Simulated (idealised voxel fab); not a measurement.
process module | voxel plated lines
cross-section cut | 255 nm wide | cells 5 nm
A cross-section is a grid of square cells, given in bands from the top down. A band is one or more rows of cells.
Each band's line starts with the height of the band's top and of its bottom, in nm. Then come its materials from left to right, each with its width in nm. One material with "throughout" fills the band from edge to edge. "air" is empty space.
Height 0 is the level under which the wafer as received is all one material. The lowest band goes on downwards, as in "0 down".
A width such as "30 to 40" changes by the same amount from each row of cells to the next, from the band's top row to its bottom row.
"no change" after a step means that no cell of the cross-section changed.
closed voids: empty space of 8 cells or more with no open way to the top, each as width x height at its distance from the left edge, in nm
after a step's settings: what the simulator itself notes on the step
overlay nm, on a step with a mask: how far to the right of its planned place the mask lay; to the left if negative
plan
1 op RECEIVE | material Si
2 op CONFORMAL_DEP | material Al2O3 | thk nm 10
3 op DIRECTIONAL_DEP | material TiN | thk nm 5
4 op PATTERN | tone open | mask id LINES | material resist | width nm 20 | pitch nm 50 | thk nm 20 | overlay nm 0
5 op EPI | material Ru | thk nm 5
6 op STRIP | etch materials resist
7 op DIRECTIONAL_ETCH | etch materials TiN | depth nm 5
8 op CONFORMAL_DEP | material SiCN | thk nm 5
as received, after step 1
  0 down: Si throughout
  closed voids: none
a wafer at the end: this start, this plan, one mistake
  25 to 20: air 90 | SiCN 30 | air 20 | SiCN 30 | air 85
  20 to 15: air 90 | SiCN 5 | Ru 20 | SiCN 5 | air 20 | SiCN 5 | Ru 20 | SiCN 5 | air 85
  15 to 10: SiCN 95 | TiN 20 | SiCN 30 | TiN 20 | SiCN 90
  10 to 0: Al2O3 throughout
  0 down: Si throughout
  closed voids: none
what went wrong: step 4 ran as: op PATTERN | tone open | mask id LINES | material resist | width nm 20 | pitch nm 50 | thk nm 20 | overlay nm 5
